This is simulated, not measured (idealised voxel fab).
process module | voxel self aligned contacts
cross-section cut | 205 nm wide | cells 5 nm
A cross-section is a grid of square cells, given in bands from the top down. A band is one or more rows of cells.
Each band's line starts with the height of the band's top and of its bottom, in nm. Then come its materials from left to right, each with its width in nm. One material with "throughout" fills the band from edge to edge. "air" is empty space.
Height 0 is the level under which the wafer as received is all one material. The lowest band goes on downwards, as in "0 down".
A width such as "30 to 40" changes by the same amount from each row of cells to the next, from the band's top row to its bottom row.
"no change" after a step means that no cell of the cross-section changed.
closed voids: empty space of 8 cells or more with no open way to the top, each as width x height at its distance from the left edge, in nm
after a step's settings: what the simulator itself notes on the step
overlay nm, on a step with a mask: how far to the right of its planned place the mask lay; to the left if negative
plan
1 op RECEIVE | material Si
2 op CONFORMAL_DEP | material SiO2 | thk nm 5
3 op DIRECTIONAL_DEP | material polySi | thk nm 25
4 op DIRECTIONAL_DEP | material SiN | thk nm 20
5 op PATTERN | tone cover | mask id GATE | material resist | width nm 25 | pitch nm 50 | thk nm 15 | overlay nm 0
6 op DIRECTIONAL_ETCH | etch materials SiN | depth nm 20
7 op DIRECTIONAL_ETCH | etch materials polySi | depth nm 25
8 op STRIP | etch materials resist
9 op CONFORMAL_DEP | material SiN | thk nm 5
10 op DIRECTIONAL_ETCH | etch materials SiN | depth nm 5
11 op FILL_DEP | material SiO2 | thk nm 20
12 op CMP | height nm 60
13 op DIRECTIONAL_DEP | material aC | thk nm 15
14 op PATTERN | tone open | mask id CONTACT | material resist | width nm 35 | pitch nm 50 | thk nm 30 | overlay nm 0
15 op DIRECTIONAL_ETCH | etch materials aC | depth nm 15
16 op STRIP | etch materials resist
17 op DIRECTIONAL_ETCH | etch materials SiO2 | depth nm 60
18 op STRIP | etch materials aC
19 op CONFORMAL_DEP | material TiN | thk nm 5
20 op FILL_DEP | material W | thk nm 5
21 op CMP | height nm 60
22 op CONFORMAL_DEP | material SiN | thk nm 5
as received, after step 1
  0 down: Si throughout
  closed voids: none
a wafer at the end: this start, this plan, one mistake
  65 to 60: SiN throughout
  60 to 50: SiO2 65 | TiN 5 to 10 | W 25 to 5 | TiN 5 to 20 | SiO2 15 | TiN 5 to 10 | W 25 to 5 | TiN 5 to 20 | SiO2 55
  50 to 30: SiO2 35 | SiN 35 | TiN 5 | W 5 | TiN 5 | SiN 35 | TiN 5 | W 5 | TiN 5 | SiN 35 | SiO2 35
  30 to 5: SiO2 35 | SiN 5 | polySi 25 | SiN 5 | TiN 5 | W 5 | TiN 5 | SiN 5 | polySi 25 | SiN 5 | TiN 5 | W 5 | TiN 5 | SiN 5 | polySi 25 | SiN 5 | SiO2 35
  5 to 0: SiO2 70 | TiN 15 | SiO2 35 | TiN 15 | SiO2 70
  0 down: Si throughout
  closed voids: none
what went wrong: step 14 ran as: op PATTERN | tone open | mask id CONTACT | material resist | width nm 35 | pitch nm 50 | thk nm 30 | overlay nm 5
